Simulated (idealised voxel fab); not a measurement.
Module name: voxel air gaps (process module)
Xsec cut, 255 nm wide, square cell size 5 nm.
We lay out every cross-section as a grid of square cells and spell it out in bands from the top down, where one band means one or more rows of cells.
Look at the band entry: it leads with the top's height and the bottom's height in nm. Then it lists the materials left to right, with a width in nm for each. The word "throughout" on a single material says that material fills the band edge to edge. The word "blank" is empty space.
It should be noted that heights are counted from 0, beneath which the wafer as supplied is of one material throughout, and that the lowest band possesses no lower boundary but continues downward, as written in "top 0, no bottom".
You'd read "30->40" like this: the band's top row of cells is as wide as the first number, its bottom row is as wide as the second, and going down, every row changes width by the same amount as the row before did.
Where a step carries "no change occurred", the cross-section came out of it unchanged, cell for cell.
Heads up: "Voids, sealed" only lists the empty pockets with no open path to the top that are 8 cells or more, and it writes them as width x height at distance, distance from the left edge, in nm.
after a step's settings: what the simulator itself notes on the step
Each step line may optionally specify "overlay nm", which for a step with a mask gives the rightward distance between the mask's planned place and where it lay, a negative value indicating the leftward direction.

**The process steps that were planned are listed below**
| 1 | RECEIVE,material Si |
| 2 | CONFORMAL_DEP,material SiO2,thk nm 15 |
| 3 | CONFORMAL_DEP,material SiN,thk nm 5 |
| 4 | DIRECTIONAL_DEP,material lowk,thk nm 35 |
| 5 | DIRECTIONAL_DEP,material aC,thk nm 10 |
| 6 | PATTERN,tone open,mask id LINES,material resist,width nm 25,pitch nm 55,thk nm 25,overlay nm 0 |
| 7 | DIRECTIONAL_ETCH,etch materials aC,depth nm 10 |
| 8 | STRIP,etch materials resist |
| 9 | DIRECTIONAL_ETCH,etch materials lowk,depth nm 35 |
| 10 | STRIP,etch materials aC |
| 11 | CONFORMAL_DEP,material TiN,thk nm 5 |
| 12 | FILL_DEP,material W,thk nm 5 |
| 13 | CMP,height nm 55 |
| 14 | EPI,material Ru,thk nm 10 |
| 15 | SELECTIVE_ETCH,etch materials lowk,depth nm 45 |
| 16 | CONFORMAL_DEP,material SiN,thk nm 5 |

**The first of the two wafers, which ran as planned**

**Cross-section, incoming material, after step 1**
	top 0, no bottom | Si throughout
	Voids, sealed: none

**Cross-section: wafer state after step 2**
	top 15, bottom 0 | SiO2 throughout
	Lower than 0, everything is as it was.

**Cross-section: wafer state after step 3**
	top 20, bottom 15 | SiN throughout
	Lower than 15, everything is as it was.

**Cross-section: wafer state after step 4**
	top 55, bottom 20 | lowk throughout
	Lower than 20, everything is as it was.

**Cross-section: wafer state after step 5**
	top 65, bottom 55 | aC throughout
	Lower than 55, everything is as it was.

**Cross-section: wafer state after step 6**
	top 90, bottom 65 | resist (60)  blank (25)  resist (30)  blank (25)  resist (30)  blank (25)  resist (60)
	Lower than 65, everything is as it was.

**Cross-section: wafer state after step 7**
	top 80, bottom 65 | resist (60)  blank (25)  resist (30)  blank (25)  resist (30)  blank (25)  resist (60)
	top 65, bottom 55 | aC (60)  blank (25)  aC (30)  blank (25)  aC (30)  blank (25)  aC (60)
	Lower than 55, everything is as it was.

**Cross-section: wafer state after step 8**
	top 65, bottom 55 | aC (60)  blank (25)  aC (30)  blank (25)  aC (30)  blank (25)  aC (60)
	Lower than 55, everything is as it was.

**Cross-section: wafer state after step 9**
	top 65, bottom 55 | aC (60)  blank (25)  aC (30)  blank (25)  aC (30)  blank (25)  aC (60)
	top 55, bottom 20 | lowk (60)  blank (25)  lowk (30)  blank (25)  lowk (30)  blank (25)  lowk (60)
	Lower than 20, everything is as it was.

**Cross-section: wafer state after step 10**
	top 55, bottom 20 | lowk (60)  blank (25)  lowk (30)  blank (25)  lowk (30)  blank (25)  lowk (60)
	Lower than 20, everything is as it was.

**Cross-section: wafer state after step 11**
	top 60, bottom 55 | TiN (65)  blank (15)  TiN (40)  blank (15)  TiN (40)  blank (15)  TiN (65)
	top 55, bottom 25 | lowk (60)  TiN (5)  blank (15)  TiN (5)  lowk (30)  TiN (5)  blank (15)  TiN (5)  lowk (30)  TiN (5)  blank (15)  TiN (5)  lowk (60)
	top 25, bottom 20 | lowk (60)  TiN (25)  lowk (30)  TiN (25)  lowk (30)  TiN (25)  lowk (60)
	Lower than 20, everything is as it was.

**Cross-section: wafer state after step 12**
	top 65, bottom 60 | W throughout
	top 60, bottom 55 | TiN (65)  W (15)  TiN (40)  W (15)  TiN (40)  W (15)  TiN (65)
	top 55, bottom 25 | lowk (60)  TiN (5)  W (15)  TiN (5)  lowk (30)  TiN (5)  W (15)  TiN (5)  lowk (30)  TiN (5)  W (15)  TiN (5)  lowk (60)
	Lower than 25, everything is as it was.

**Cross-section: wafer state after step 13**
	top 55, bottom 25 | lowk (60)  TiN (5)  W (15)  TiN (5)  lowk (30)  TiN (5)  W (15)  TiN (5)  lowk (30)  TiN (5)  W (15)  TiN (5)  lowk (60)
	Lower than 25, everything is as it was.

**Cross-section: wafer state after step 14**
	top 65, bottom 55 | blank (50)  Ru (45)  blank (10)  Ru (45)  blank (10)  Ru (45)  blank (50)
	Lower than 55, everything is as it was.

**Cross-section: wafer state after step 15**
	top 65, bottom 55 | blank (50)  Ru (45)  blank (10)  Ru (45)  blank (10)  Ru (45)  blank (50)
	top 55, bottom 25 | blank (60)  TiN (5)  W (15)  TiN (5)  blank (30)  TiN (5)  W (15)  TiN (5)  blank (30)  TiN (5)  W (15)  TiN (5)  blank (60)
	top 25, bottom 20 | blank (60)  TiN (25)  blank (30)  TiN (25)  blank (30)  TiN (25)  blank (60)
	Lower than 20, everything is as it was.

**Cross-section: wafer state after step 16**
	top 70, bottom 65 | blank (45)  SiN (165)  blank (45)
	top 65, bottom 55 | blank (45)  SiN (5)  Ru (45)  SiN (10)  Ru (45)  SiN (10)  Ru (45)  SiN (5)  blank (45)
	top 55, bottom 50 | blank (45)  SiN (15)  TiN (5)  W (15)  TiN (5)  SiN (30)  TiN (5)  W (15)  TiN (5)  SiN (30)  TiN (5)  W (15)  TiN (5)  SiN (15)  blank (45)
	top 50, bottom 25 | blank (55)  SiN (5)  TiN (5)  W (15)  TiN (5)  SiN (5)  blank (20)  SiN (5)  TiN (5)  W (15)  TiN (5)  SiN (5)  blank (20)  SiN (5)  TiN (5)  W (15)  TiN (5)  SiN (5)  blank (55)
	top 25, bottom 20 | SiN (60)  TiN (25)  SiN (30)  TiN (25)  SiN (30)  TiN (25)  SiN (60)
	Lower than 20, everything is as it was.
	Voids, sealed: 20 x 25 at 90; 20 x 25 at 145

**Okay, second wafer. Nothing different at the start, nothing different in the plan, just one mistake somewhere in the running. As far as step 5, counting that step, it's the first wafer all over again**

**Cross-section of the second wafer at the time step 6 of the plan should have ended**
	top 90, bottom 65 | resist (65)  blank (25)  resist (30)  blank (25)  resist (30)  blank (25)  resist (55)
	Lower than 65, everything is as it was.

**Cross-section of the second wafer at the time step 7 of the plan should have ended**
	top 80, bottom 65 | resist (65)  blank (25)  resist (30)  blank (25)  resist (30)  blank (25)  resist (55)
	top 65, bottom 55 | aC (65)  blank (25)  aC (30)  blank (25)  aC (30)  blank (25)  aC (55)
	Lower than 55, everything is as it was.

**Cross-section of the second wafer at the time step 8 of the plan should have ended**
	top 65, bottom 55 | aC (65)  blank (25)  aC (30)  blank (25)  aC (30)  blank (25)  aC (55)
	Lower than 55, everything is as it was.

**Cross-section of the second wafer at the time step 9 of the plan should have ended**
	top 65, bottom 55 | aC (65)  blank (25)  aC (30)  blank (25)  aC (30)  blank (25)  aC (55)
	top 55, bottom 20 | lowk (65)  blank (25)  lowk (30)  blank (25)  lowk (30)  blank (25)  lowk (55)
	Lower than 20, everything is as it was.

**Cross-section of the second wafer at the time step 10 of the plan should have ended**
	top 55, bottom 20 | lowk (65)  blank (25)  lowk (30)  blank (25)  lowk (30)  blank (25)  lowk (55)
	Lower than 20, everything is as it was.

**Cross-section of the second wafer at the time step 11 of the plan should have ended**
	top 60, bottom 55 | TiN (70)  blank (15)  TiN (40)  blank (15)  TiN (40)  blank (15)  TiN (60)
	top 55, bottom 25 | lowk (65)  TiN (5)  blank (15)  TiN (5)  lowk (30)  TiN (5)  blank (15)  TiN (5)  lowk (30)  TiN (5)  blank (15)  TiN (5)  lowk (55)
	top 25, bottom 20 | lowk (65)  TiN (25)  lowk (30)  TiN (25)  lowk (30)  TiN (25)  lowk (55)
	Lower than 20, everything is as it was.

**Cross-section of the second wafer at the time step 12 of the plan should have ended**
	top 65, bottom 60 | W throughout
	top 60, bottom 55 | TiN (70)  W (15)  TiN (40)  W (15)  TiN (40)  W (15)  TiN (60)
	top 55, bottom 25 | lowk (65)  TiN (5)  W (15)  TiN (5)  lowk (30)  TiN (5)  W (15)  TiN (5)  lowk (30)  TiN (5)  W (15)  TiN (5)  lowk (55)
	Lower than 25, everything is as it was.

**Cross-section of the second wafer at the time step 13 of the plan should have ended**
	top 55, bottom 25 | lowk (65)  TiN (5)  W (15)  TiN (5)  lowk (30)  TiN (5)  W (15)  TiN (5)  lowk (30)  TiN (5)  W (15)  TiN (5)  lowk (55)
	Lower than 25, everything is as it was.

**Cross-section of the second wafer at the time step 14 of the plan should have ended**
	top 65, bottom 55 | blank (55)  Ru (45)  blank (10)  Ru (45)  blank (10)  Ru (45)  blank (45)
	Lower than 55, everything is as it was.

**Cross-section of the second wafer at the time step 15 of the plan should have ended**
	top 65, bottom 55 | blank (55)  Ru (45)  blank (10)  Ru (45)  blank (10)  Ru (45)  blank (45)
	top 55, bottom 25 | blank (65)  TiN (5)  W (15)  TiN (5)  blank (30)  TiN (5)  W (15)  TiN (5)  blank (30)  TiN (5)  W (15)  TiN (5)  blank (55)
	top 25, bottom 20 | blank (65)  TiN (25)  blank (30)  TiN (25)  blank (30)  TiN (25)  blank (55)
	Lower than 20, everything is as it was.

**Cross-section of the second wafer at the time step 16 of the plan should have ended**
	top 70, bottom 65 | blank (50)  SiN (165)  blank (40)
	top 65, bottom 55 | blank (50)  SiN (5)  Ru (45)  SiN (10)  Ru (45)  SiN (10)  Ru (45)  SiN (5)  blank (40)
	top 55, bottom 50 | blank (50)  SiN (15)  TiN (5)  W (15)  TiN (5)  SiN (30)  TiN (5)  W (15)  TiN (5)  SiN (30)  TiN (5)  W (15)  TiN (5)  SiN (15)  blank (40)
	top 50, bottom 25 | blank (60)  SiN (5)  TiN (5)  W (15)  TiN (5)  SiN (5)  blank (20)  SiN (5)  TiN (5)  W (15)  TiN (5)  SiN (5)  blank (20)  SiN (5)  TiN (5)  W (15)  TiN (5)  SiN (5)  blank (50)
	top 25, bottom 20 | SiN (65)  TiN (25)  SiN (30)  TiN (25)  SiN (30)  TiN (25)  SiN (55)
	Lower than 20, everything is as it was.
	Voids, sealed: 20 x 25 at 95; 20 x 25 at 150
Diagnosis: rather than as planned, step 6 actually ran as PATTERN,tone open,mask id LINES,material resist,width nm 25,pitch nm 55,thk nm 25,overlay nm 5
So at the finish, the second wafer's got exactly as many cells of each material as the first, just not in the same spots.
